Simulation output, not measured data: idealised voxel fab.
This section sets out a process module, namely voxel transistor to metal.
Square cells of 5 nm make up the cross-section cut, whose width is 160 nm.
We lay out every cross-section as a grid of square cells and spell it out in bands from the top down, where one band means one or more rows of cells.
What a band's entry tells you: where the top is and where the bottom is, as heights in nm, and after that what lies inside, material by material from left to right, each with its width in nm. Empty space is written as the word "air", and a single material marked with the word "everywhere" occupies the band from edge to edge.
Heights are expressed relative to 0, this being the level below which the as-received wafer comprises one material exclusively. The lowest band is unbounded in the downward direction and is denoted as in "0 -> down".
So if you see something like "30 to 40" for the width, read it as the top row of the band sitting at the first number and the bottom row at the second, with every row in between moving by the same amount as the last.
Basically "no modification" means that step didn't change any cell in the cross-section.
For the entry "Trapped void list", the listed items are empty spaces with no open way to the top whose size is 8 cells or more; each item follows the pattern width x height at distance, where distance is from the left edge and all three are in nm.
Text after the settings on a step's line: the simulator's own remark on that step.
overlay nm: where the mask lay relative to plan, measured to the right, on steps with a mask; negatives go left.

-- Steps planned for the process
- 1: RECEIVE | material Si
- 2: OXIDIZE | depth nm 5
- 3: CONFORMAL_DEP | material SiN | thk nm 10
- 4: DIRECTIONAL_DEP | material aC | thk nm 10
- 5: PATTERN | tone cover | mask id ACTIVE | material resist | width nm 120 | thk nm 25 | overlay nm 0
- 6: DIRECTIONAL_ETCH | etch materials aC | depth nm 10
- 7: STRIP | etch materials resist
- 8: DIRECTIONAL_ETCH | etch materials SiN | depth nm 10
- 9: DIRECTIONAL_ETCH | etch materials SiO2 | depth nm 5
- 10: DIRECTIONAL_ETCH | etch materials Si | depth nm 20
- 11: STRIP | etch materials aC
- 12: OXIDIZE | depth nm 5
- 13: FILL_DEP | material SiO2 | thk nm 5
- 14: CMP | height nm 10
- 15: SELECTIVE_ETCH | etch materials SiO2 | depth nm 5
- 16: STRIP | etch materials SiN
- 17: SELECTIVE_ETCH | etch materials SiO2 | depth nm 5
- 18: OXIDIZE | depth nm 5
- 19: DIRECTIONAL_DEP | material polySi | thk nm 30
- 20: DIRECTIONAL_DEP | material SiCN | thk nm 10
- 21: PATTERN | tone cover | mask id GATE | material resist | width nm 20 | thk nm 15 | overlay nm 0
- 22: DIRECTIONAL_ETCH | etch materials SiCN | depth nm 20
- 23: DIRECTIONAL_ETCH | etch materials polySi | depth nm 40
- 24: STRIP | etch materials resist
- 25: CONFORMAL_DEP | material SiN | thk nm 10
- 26: DIRECTIONAL_ETCH | etch materials SiN | depth nm 10
- 27: DIRECTIONAL_ETCH | etch materials SiO2 | depth nm 5
- 28: EPI | material nSi | thk nm 5
- 29: FILL_DEP | material SiO2 | thk nm 5
- 30: CMP | height nm 35
- 31: DIRECTIONAL_DEP | material SiO2 | thk nm 15
- 32: MASKED_ETCH | tone open | mask id CONTACT | width nm 35 | pitch nm 65 | etch materials SiO2 | depth nm 55 | overlay nm 0
- 33: CONFORMAL_DEP | material TiN | thk nm 5
- 34: FILL_DEP | material Ru | thk nm 10
- 35: CMP | height nm 50
- 36: CONFORMAL_DEP | material SiN | thk nm 5
- 37: DIRECTIONAL_DEP | material SiO2 | thk nm 25
- 38: DIRECTIONAL_DEP | material aC | thk nm 15
- 39: PATTERN | tone open | mask id METAL_1 | material resist | width nm 20 | pitch nm 80 | thk nm 30 | overlay nm 0
- 40: DIRECTIONAL_ETCH | etch materials aC | depth nm 15
- 41: STRIP | etch materials resist
- 42: DIRECTIONAL_ETCH | etch materials SiO2 | depth nm 25
- 43: DIRECTIONAL_ETCH | etch materials SiN | depth nm 5
- 44: STRIP | etch materials aC
- 45: CONFORMAL_DEP | material TiN | thk nm 5
- 46: FILL_DEP | material W | thk nm 5
- 47: CMP | height nm 80
- 48: CONFORMAL_DEP | material SiN | thk nm 5

-- First of two wafers - as planned

-- Delivered wafer in cross-section: state after step 1
> 0 -> down: Si everywhere
> Trapped void list: none

-- After step 2, in cross-section
> 0 -> -5: SiO2 everywhere
> All layers under -5 are left as they were.

-- After step 3, in cross-section
> 10 -> 0: SiN everywhere
> All layers under 0 are left as they were.

-- After step 4, in cross-section
> 20 -> 10: aC everywhere
> All layers under 10 are left as they were.

-- After step 5, in cross-section
> 45 -> 20: air 20; resist 120; air 20
> All layers under 20 are left as they were.

-- After step 6, in cross-section
> 35 -> 20: air 20; resist 120; air 20
> 20 -> 10: air 20; aC 120; air 20
> All layers under 10 are left as they were.

-- After step 7, in cross-section
> 20 -> 10: air 20; aC 120; air 20
> All layers under 10 are left as they were.

-- After step 8, in cross-section
> 20 -> 10: air 20; aC 120; air 20
> 10 -> 0: air 20; SiN 120; air 20
> All layers under 0 are left as they were.

-- After step 9, in cross-section
> 20 -> 10: air 20; aC 120; air 20
> 10 -> 0: air 20; SiN 120; air 20
> 0 -> -5: air 20; SiO2 120; air 20
> All layers under -5 are left as they were.

-- After step 10, in cross-section
> 20 -> 10: air 20; aC 120; air 20
> 10 -> 0: air 20; SiN 120; air 20
> 0 -> -5: air 20; SiO2 120; air 20
> -5 -> -25: air 20; Si 120; air 20
> All layers under -25 are left as they were.

-- After step 11, in cross-section
> 10 -> 0: air 20; SiN 120; air 20
> All layers under 0 are left as they were.

-- After step 12, in cross-section
> 10 -> 0: air 20; SiN 120; air 20
> 0 -> -5: air 20; SiO2 120; air 20
> -5 -> -25: air 20; SiO2 5; Si 110; SiO2 5; air 20
> -25 -> -30: SiO2 25; Si 110; SiO2 25
> All layers under -30 are left as they were.

-- After step 13, in cross-section
> 15 -> 10: SiO2 everywhere
> 10 -> 0: SiO2 20; SiN 120; SiO2 20
> 0 -> -5: SiO2 everywhere
> -5 -> -30: SiO2 25; Si 110; SiO2 25
> All layers under -30 are left as they were.

-- After step 14, in cross-section
> 10 -> 0: SiO2 20; SiN 120; SiO2 20
> All layers under 0 are left as they were.

-- After step 15, in cross-section
> 10 -> 5: air 20; SiN 120; air 20
> All layers under 5 are left as they were.

-- After step 16, in cross-section
> 5 -> 0: SiO2 20; air 120; SiO2 20
> All layers under 0 are left as they were.

-- After step 17, in cross-section
> 0 -> -5: SiO2 15; air 130; SiO2 15
> All layers under -5 are left as they were.

-- After step 18, in cross-section
> 0 -> -5: SiO2 15; air 130; SiO2 15
> -5 -> -10: SiO2 everywhere
> All layers under -10 are left as they were.

-- After step 19, in cross-section
> 30 -> 25: polySi 15; air 130; polySi 15
> 25 -> 0: polySi everywhere
> 0 -> -5: SiO2 15; polySi 130; SiO2 15
> All layers under -5 are left as they were.

-- After step 20, in cross-section
> 40 -> 35: SiCN 15; air 130; SiCN 15
> 35 -> 30: SiCN everywhere
> 30 -> 25: polySi 15; SiCN 130; polySi 15
> All layers under 25 are left as they were.

-- After step 21, in cross-section
> 55 -> 40: air 70; resist 20; air 70
> 40 -> 35: SiCN 15; air 55; resist 20; air 55; SiCN 15
> All layers under 35 are left as they were.

-- After step 22, in cross-section
> 55 -> 35: air 70; resist 20; air 70
> 35 -> 30: air 70; SiCN 20; air 70
> 30 -> 25: polySi 15; air 55; SiCN 20; air 55; polySi 15
> All layers under 25 are left as they were.

-- After step 23, in cross-section
> 55 -> 35: air 70; resist 20; air 70
> 35 -> 25: air 70; SiCN 20; air 70
> 25 -> 0: air 70; polySi 20; air 70
> 0 -> -5: SiO2 15; air 55; polySi 20; air 55; SiO2 15
> All layers under -5 are left as they were.

-- After step 24, in cross-section
> 35 -> 25: air 70; SiCN 20; air 70
> All layers under 25 are left as they were.

-- After step 25, in cross-section
> 45 -> 35: air 60; SiN 40; air 60
> 35 -> 25: air 60; SiN 10; SiCN 20; SiN 10; air 60
> 25 -> 10: air 60; SiN 10; polySi 20; SiN 10; air 60
> 10 -> 5: SiN 25; air 35; SiN 10; polySi 20; SiN 10; air 35; SiN 25
> 5 -> 0: SiN 70; polySi 20; SiN 70
> 0 -> -5: SiO2 15; SiN 55; polySi 20; SiN 55; SiO2 15
> All layers under -5 are left as they were.

-- After step 26, in cross-section
> 35 -> 25: air 60; SiN 10; SiCN 20; SiN 10; air 60
> 25 -> 0: air 60; SiN 10; polySi 20; SiN 10; air 60
> 0 -> -5: SiO2 15; SiN 10; air 35; SiN 10; polySi 20; SiN 10; air 35; SiN 10; SiO2 15
> All layers under -5 are left as they were.

-- After step 27, in cross-section
> 35 -> 25: air 60; SiN 10; SiCN 20; SiN 10; air 60
> 25 -> 0: air 60; SiN 10; polySi 20; SiN 10; air 60
> 0 -> -5: air 15; SiN 10; air 35; SiN 10; polySi 20; SiN 10; air 35; SiN 10; air 15
> -5 -> -10: SiO2 25; air 35; SiO2 40; air 35; SiO2 25
> All layers under -10 are left as they were.

-- After step 28, in cross-section
> 35 -> 25: air 60; SiN 10; SiCN 20; SiN 10; air 60
> 25 -> 0: air 60; SiN 10; polySi 20; SiN 10; air 60
> 0 -> -5: air 15; SiN 10; air 35; SiN 10; polySi 20; SiN 10; air 35; SiN 10; air 15
> -5 -> -10: SiO2 25; nSi 35; SiO2 40; nSi 35; SiO2 25
> All layers under -10 are left as they were.

-- After step 29, in cross-section
> 40 -> 35: SiO2 everywhere
> 35 -> 25: SiO2 60; SiN 10; SiCN 20; SiN 10; SiO2 60
> 25 -> 0: SiO2 60; SiN 10; polySi 20; SiN 10; SiO2 60
> 0 -> -5: SiO2 15; SiN 10; SiO2 35; SiN 10; polySi 20; SiN 10; SiO2 35; SiN 10; SiO2 15
> All layers under -5 are left as they were.

-- After step 30, in cross-section
> 35 -> 25: SiO2 60; SiN 10; SiCN 20; SiN 10; SiO2 60
> All layers under 25 are left as they were.

-- After step 31, in cross-section
> 50 -> 35: SiO2 everywhere
> All layers under 35 are left as they were.

-- After step 32, in cross-section
> 50 -> 35: SiO2 30; air 35; SiO2 30; air 35; SiO2 30
> 35 -> 25: SiO2 30; air 30; SiN 10; SiCN 20; SiN 10; air 30; SiO2 30
> 25 -> 0: SiO2 30; air 30; SiN 10; polySi 20; SiN 10; air 30; SiO2 30
> 0 -> -5: SiO2 15; SiN 10; SiO2 5; air 30; SiN 10; polySi 20; SiN 10; air 30; SiO2 5; SiN 10; SiO2 15
> All layers under -5 are left as they were.

-- After step 33, in cross-section
> 55 -> 50: TiN 35; air 25; TiN 40; air 25; TiN 35
> 50 -> 40: SiO2 30; TiN 5; air 25; TiN 5; SiO2 30; TiN 5; air 25; TiN 5; SiO2 30
> 40 -> 35: SiO2 30; TiN 5; air 20; TiN 10; SiO2 30; TiN 10; air 20; TiN 5; SiO2 30
> 35 -> 25: SiO2 30; TiN 5; air 20; TiN 5; SiN 10; SiCN 20; SiN 10; TiN 5; air 20; TiN 5; SiO2 30
> 25 -> 0: SiO2 30; TiN 5; air 20; TiN 5; SiN 10; polySi 20; SiN 10; TiN 5; air 20; TiN 5; SiO2 30
> 0 -> -5: SiO2 15; SiN 10; SiO2 5; TiN 30; SiN 10; polySi 20; SiN 10; TiN 30; SiO2 5; SiN 10; SiO2 15
> All layers under -5 are left as they were.

-- After step 34, in cross-section
> 65 -> 55: Ru everywhere
> 55 -> 50: TiN 35; Ru 25; TiN 40; Ru 25; TiN 35
> 50 -> 40: SiO2 30; TiN 5; Ru 25; TiN 5; SiO2 30; TiN 5; Ru 25; TiN 5; SiO2 30
> 40 -> 35: SiO2 30; TiN 5; Ru 20; TiN 10; SiO2 30; TiN 10; Ru 20; TiN 5; SiO2 30
> 35 -> 25: SiO2 30; TiN 5; Ru 20; TiN 5; SiN 10; SiCN 20; SiN 10; TiN 5; Ru 20; TiN 5; SiO2 30
> 25 -> 0: SiO2 30; TiN 5; Ru 20; TiN 5; SiN 10; polySi 20; SiN 10; TiN 5; Ru 20; TiN 5; SiO2 30
> All layers under 0 are left as they were.

-- After step 35, in cross-section
> 50 -> 40: SiO2 30; TiN 5; Ru 25; TiN 5; SiO2 30; TiN 5; Ru 25; TiN 5; SiO2 30
> All layers under 40 are left as they were.

-- After step 36, in cross-section
> 55 -> 50: SiN everywhere
> All layers under 50 are left as they were.

-- After step 37, in cross-section
> 80 -> 55: SiO2 everywhere
> All layers under 55 are left as they were.

-- After step 38, in cross-section
> 95 -> 80: aC everywhere
> All layers under 80 are left as they were.

-- After step 39, in cross-section
> 125 -> 95: resist 30; air 20; resist 60; air 20; resist 30
> All layers under 95 are left as they were.

-- After step 40, in cross-section
> 110 -> 95: resist 30; air 20; resist 60; air 20; resist 30
> 95 -> 80: aC 30; air 20; aC 60; air 20; aC 30
> All layers under 80 are left as they were.

-- After step 41, in cross-section
> 95 -> 80: aC 30; air 20; aC 60; air 20; aC 30
> All layers under 80 are left as they were.

-- After step 42, in cross-section
> 95 -> 80: aC 30; air 20; aC 60; air 20; aC 30
> 80 -> 55: SiO2 30; air 20; SiO2 60; air 20; SiO2 30
> All layers under 55 are left as they were.

-- After step 43, in cross-section
> 95 -> 80: aC 30; air 20; aC 60; air 20; aC 30
> 80 -> 55: SiO2 30; air 20; SiO2 60; air 20; SiO2 30
> 55 -> 50: SiN 30; air 20; SiN 60; air 20; SiN 30
> All layers under 50 are left as they were.

-- After step 44, in cross-section
> 80 -> 55: SiO2 30; air 20; SiO2 60; air 20; SiO2 30
> All layers under 55 are left as they were.

-- After step 45, in cross-section
> 85 -> 80: TiN 35; air 10; TiN 70; air 10; TiN 35
> 80 -> 55: SiO2 30; TiN 5; air 10; TiN 5; SiO2 60; TiN 5; air 10; TiN 5; SiO2 30
> 55 -> 50: SiN 30; TiN 20; SiN 60; TiN 20; SiN 30
> All layers under 50 are left as they were.

-- After step 46, in cross-section
> 90 -> 85: W everywhere
> 85 -> 80: TiN 35; W 10; TiN 70; W 10; TiN 35
> 80 -> 55: SiO2 30; TiN 5; W 10; TiN 5; SiO2 60; TiN 5; W 10; TiN 5; SiO2 30
> All layers under 55 are left as they were.

-- After step 47, in cross-section
> 80 -> 55: SiO2 30; TiN 5; W 10; TiN 5; SiO2 60; TiN 5; W 10; TiN 5; SiO2 30
> All layers under 55 are left as they were.

-- After step 48, in cross-section
> 85 -> 80: SiN everywhere
> All layers under 80 are left as they were.

-- Companion wafer, the second of two: same beginning, same intended sequence, one mistake in carrying it out; through step 9 inclusive it tracks the first exactly

-- The second wafer cut through, at the time step 10 was supposed to be finished
> 20 -> 10: air 20; aC 120; air 20
> 10 -> 0: air 20; SiN 120; air 20
> 0 -> -5: air 20; SiO2 120; air 20
> -5 -> -45: air 20; Si 120; air 20
> All layers under -45 are left as they were.

-- The second wafer cut through, at the time step 11 was supposed to be finished
> 10 -> 0: air 20; SiN 120; air 20
> All layers under 0 are left as they were.

-- The second wafer cut through, at the time step 12 was supposed to be finished
> 10 -> 0: air 20; SiN 120; air 20
> 0 -> -5: air 20; SiO2 120; air 20
> -5 -> -45: air 20; SiO2 5; Si 110; SiO2 5; air 20
> -45 -> -50: SiO2 25; Si 110; SiO2 25
> All layers under -50 are left as they were.

-- The second wafer cut through, at the time step 13 was supposed to be finished
> 15 -> 10: SiO2 everywhere
> 10 -> 0: SiO2 20; SiN 120; SiO2 20
> 0 -> -5: SiO2 everywhere
> -5 -> -50: SiO2 25; Si 110; SiO2 25
> All layers under -50 are left as they were.

-- The second wafer cut through, at the time step 14 was supposed to be finished
> 10 -> 0: SiO2 20; SiN 120; SiO2 20
> All layers under 0 are left as they were.

-- The second wafer cut through, at the time step 15 was supposed to be finished
> 10 -> 5: air 20; SiN 120; air 20
> All layers under 5 are left as they were.

-- The second wafer cut through, at the time step 16 was supposed to be finished
> 5 -> 0: SiO2 20; air 120; SiO2 20
> All layers under 0 are left as they were.

-- The second wafer cut through, at the time step 17 was supposed to be finished
> 0 -> -5: SiO2 15; air 130; SiO2 15
> All layers under -5 are left as they were.

-- The second wafer cut through, at the time step 18 was supposed to be finished
> 0 -> -5: SiO2 15; air 130; SiO2 15
> -5 -> -10: SiO2 everywhere
> All layers under -10 are left as they were.

-- The second wafer cut through, at the time step 19 was supposed to be finished
> 30 -> 25: polySi 15; air 130; polySi 15
> 25 -> 0: polySi everywhere
> 0 -> -5: SiO2 15; polySi 130; SiO2 15
> All layers under -5 are left as they were.

-- The second wafer cut through, at the time step 20 was supposed to be finished
> 40 -> 35: SiCN 15; air 130; SiCN 15
> 35 -> 30: SiCN everywhere
> 30 -> 25: polySi 15; SiCN 130; polySi 15
> All layers under 25 are left as they were.

-- The second wafer cut through, at the time step 21 was supposed to be finished
> 55 -> 40: air 70; resist 20; air 70
> 40 -> 35: SiCN 15; air 55; resist 20; air 55; SiCN 15
> All layers under 35 are left as they were.

-- The second wafer cut through, at the time step 22 was supposed to be finished
> 55 -> 35: air 70; resist 20; air 70
> 35 -> 30: air 70; SiCN 20; air 70
> 30 -> 25: polySi 15; air 55; SiCN 20; air 55; polySi 15
> All layers under 25 are left as they were.

-- The second wafer cut through, at the time step 23 was supposed to be finished
> 55 -> 35: air 70; resist 20; air 70
> 35 -> 25: air 70; SiCN 20; air 70
> 25 -> 0: air 70; polySi 20; air 70
> 0 -> -5: SiO2 15; air 55; polySi 20; air 55; SiO2 15
> All layers under -5 are left as they were.

-- The second wafer cut through, at the time step 24 was supposed to be finished
> 35 -> 25: air 70; SiCN 20; air 70
> All layers under 25 are left as they were.

-- The second wafer cut through, at the time step 25 was supposed to be finished
> 45 -> 35: air 60; SiN 40; air 60
> 35 -> 25: air 60; SiN 10; SiCN 20; SiN 10; air 60
> 25 -> 10: air 60; SiN 10; polySi 20; SiN 10; air 60
> 10 -> 5: SiN 25; air 35; SiN 10; polySi 20; SiN 10; air 35; SiN 25
> 5 -> 0: SiN 70; polySi 20; SiN 70
> 0 -> -5: SiO2 15; SiN 55; polySi 20; SiN 55; SiO2 15
> All layers under -5 are left as they were.

-- The second wafer cut through, at the time step 26 was supposed to be finished
> 35 -> 25: air 60; SiN 10; SiCN 20; SiN 10; air 60
> 25 -> 0: air 60; SiN 10; polySi 20; SiN 10; air 60
> 0 -> -5: SiO2 15; SiN 10; air 35; SiN 10; polySi 20; SiN 10; air 35; SiN 10; SiO2 15
> All layers under -5 are left as they were.

-- The second wafer cut through, at the time step 27 was supposed to be finished
> 35 -> 25: air 60; SiN 10; SiCN 20; SiN 10; air 60
> 25 -> 0: air 60; SiN 10; polySi 20; SiN 10; air 60
> 0 -> -5: air 15; SiN 10; air 35; SiN 10; polySi 20; SiN 10; air 35; SiN 10; air 15
> -5 -> -10: SiO2 25; air 35; SiO2 40; air 35; SiO2 25
> All layers under -10 are left as they were.

-- The second wafer cut through, at the time step 28 was supposed to be finished
> 35 -> 25: air 60; SiN 10; SiCN 20; SiN 10; air 60
> 25 -> 0: air 60; SiN 10; polySi 20; SiN 10; air 60
> 0 -> -5: air 15; SiN 10; air 35; SiN 10; polySi 20; SiN 10; air 35; SiN 10; air 15
> -5 -> -10: SiO2 25; nSi 35; SiO2 40; nSi 35; SiO2 25
> All layers under -10 are left as they were.

-- The second wafer cut through, at the time step 29 was supposed to be finished
> 40 -> 35: SiO2 everywhere
> 35 -> 25: SiO2 60; SiN 10; SiCN 20; SiN 10; SiO2 60
> 25 -> 0: SiO2 60; SiN 10; polySi 20; SiN 10; SiO2 60
> 0 -> -5: SiO2 15; SiN 10; SiO2 35; SiN 10; polySi 20; SiN 10; SiO2 35; SiN 10; SiO2 15
> All layers under -5 are left as they were.

-- The second wafer cut through, at the time step 30 was supposed to be finished
> 35 -> 25: SiO2 60; SiN 10; SiCN 20; SiN 10; SiO2 60
> All layers under 25 are left as they were.

-- The second wafer cut through, at the time step 31 was supposed to be finished
> 50 -> 35: SiO2 everywhere
> All layers under 35 are left as they were.

-- The second wafer cut through, at the time step 32 was supposed to be finished
> 50 -> 35: SiO2 30; air 35; SiO2 30; air 35; SiO2 30
> 35 -> 25: SiO2 30; air 30; SiN 10; SiCN 20; SiN 10; air 30; SiO2 30
> 25 -> 0: SiO2 30; air 30; SiN 10; polySi 20; SiN 10; air 30; SiO2 30
> 0 -> -5: SiO2 15; SiN 10; SiO2 5; air 30; SiN 10; polySi 20; SiN 10; air 30; SiO2 5; SiN 10; SiO2 15
> All layers under -5 are left as they were.

-- The second wafer cut through, at the time step 33 was supposed to be finished
> 55 -> 50: TiN 35; air 25; TiN 40; air 25; TiN 35
> 50 -> 40: SiO2 30; TiN 5; air 25; TiN 5; SiO2 30; TiN 5; air 25; TiN 5; SiO2 30
> 40 -> 35: SiO2 30; TiN 5; air 20; TiN 10; SiO2 30; TiN 10; air 20; TiN 5; SiO2 30
> 35 -> 25: SiO2 30; TiN 5; air 20; TiN 5; SiN 10; SiCN 20; SiN 10; TiN 5; air 20; TiN 5; SiO2 30
> 25 -> 0: SiO2 30; TiN 5; air 20; TiN 5; SiN 10; polySi 20; SiN 10; TiN 5; air 20; TiN 5; SiO2 30
> 0 -> -5: SiO2 15; SiN 10; SiO2 5; TiN 30; SiN 10; polySi 20; SiN 10; TiN 30; SiO2 5; SiN 10; SiO2 15
> All layers under -5 are left as they were.

-- The second wafer cut through, at the time step 34 was supposed to be finished
> 65 -> 55: Ru everywhere
> 55 -> 50: TiN 35; Ru 25; TiN 40; Ru 25; TiN 35
> 50 -> 40: SiO2 30; TiN 5; Ru 25; TiN 5; SiO2 30; TiN 5; Ru 25; TiN 5; SiO2 30
> 40 -> 35: SiO2 30; TiN 5; Ru 20; TiN 10; SiO2 30; TiN 10; Ru 20; TiN 5; SiO2 30
> 35 -> 25: SiO2 30; TiN 5; Ru 20; TiN 5; SiN 10; SiCN 20; SiN 10; TiN 5; Ru 20; TiN 5; SiO2 30
> 25 -> 0: SiO2 30; TiN 5; Ru 20; TiN 5; SiN 10; polySi 20; SiN 10; TiN 5; Ru 20; TiN 5; SiO2 30
> All layers under 0 are left as they were.

-- The second wafer cut through, at the time step 35 was supposed to be finished
> 50 -> 40: SiO2 30; TiN 5; Ru 25; TiN 5; SiO2 30; TiN 5; Ru 25; TiN 5; SiO2 30
> All layers under 40 are left as they were.

-- The second wafer cut through, at the time step 36 was supposed to be finished
> 55 -> 50: SiN everywhere
> All layers under 50 are left as they were.

-- The second wafer cut through, at the time step 37 was supposed to be finished
> 80 -> 55: SiO2 everywhere
> All layers under 55 are left as they were.

-- The second wafer cut through, at the time step 38 was supposed to be finished
> 95 -> 80: aC everywhere
> All layers under 80 are left as they were.

-- The second wafer cut through, at the time step 39 was supposed to be finished
> 125 -> 95: resist 30; air 20; resist 60; air 20; resist 30
> All layers under 95 are left as they were.

-- The second wafer cut through, at the time step 40 was supposed to be finished
> 110 -> 95: resist 30; air 20; resist 60; air 20; resist 30
> 95 -> 80: aC 30; air 20; aC 60; air 20; aC 30
> All layers under 80 are left as they were.

-- The second wafer cut through, at the time step 41 was supposed to be finished
> 95 -> 80: aC 30; air 20; aC 60; air 20; aC 30
> All layers under 80 are left as they were.

-- The second wafer cut through, at the time step 42 was supposed to be finished
> 95 -> 80: aC 30; air 20; aC 60; air 20; aC 30
> 80 -> 55: SiO2 30; air 20; SiO2 60; air 20; SiO2 30
> All layers under 55 are left as they were.

-- The second wafer cut through, at the time step 43 was supposed to be finished
> 95 -> 80: aC 30; air 20; aC 60; air 20; aC 30
> 80 -> 55: SiO2 30; air 20; SiO2 60; air 20; SiO2 30
> 55 -> 50: SiN 30; air 20; SiN 60; air 20; SiN 30
> All layers under 50 are left as they were.

-- The second wafer cut through, at the time step 44 was supposed to be finished
> 80 -> 55: SiO2 30; air 20; SiO2 60; air 20; SiO2 30
> All layers under 55 are left as they were.

-- The second wafer cut through, at the time step 45 was supposed to be finished
> 85 -> 80: TiN 35; air 10; TiN 70; air 10; TiN 35
> 80 -> 55: SiO2 30; TiN 5; air 10; TiN 5; SiO2 60; TiN 5; air 10; TiN 5; SiO2 30
> 55 -> 50: SiN 30; TiN 20; SiN 60; TiN 20; SiN 30
> All layers under 50 are left as they were.

-- The second wafer cut through, at the time step 46 was supposed to be finished
> 90 -> 85: W everywhere
> 85 -> 80: TiN 35; W 10; TiN 70; W 10; TiN 35
> 80 -> 55: SiO2 30; TiN 5; W 10; TiN 5; SiO2 60; TiN 5; W 10; TiN 5; SiO2 30
> All layers under 55 are left as they were.

-- The second wafer cut through, at the time step 47 was supposed to be finished
> 80 -> 55: SiO2 30; TiN 5; W 10; TiN 5; SiO2 60; TiN 5; W 10; TiN 5; SiO2 30
> All layers under 55 are left as they were.

-- The second wafer cut through, at the time step 48 was supposed to be finished
> 85 -> 80: SiN everywhere
> All layers under 80 are left as they were.
Processing error: plan step 10 was twice executed
At the finish, the second wafer shows more or fewer cells for some materials than the first does: Si -40; SiO2 +40
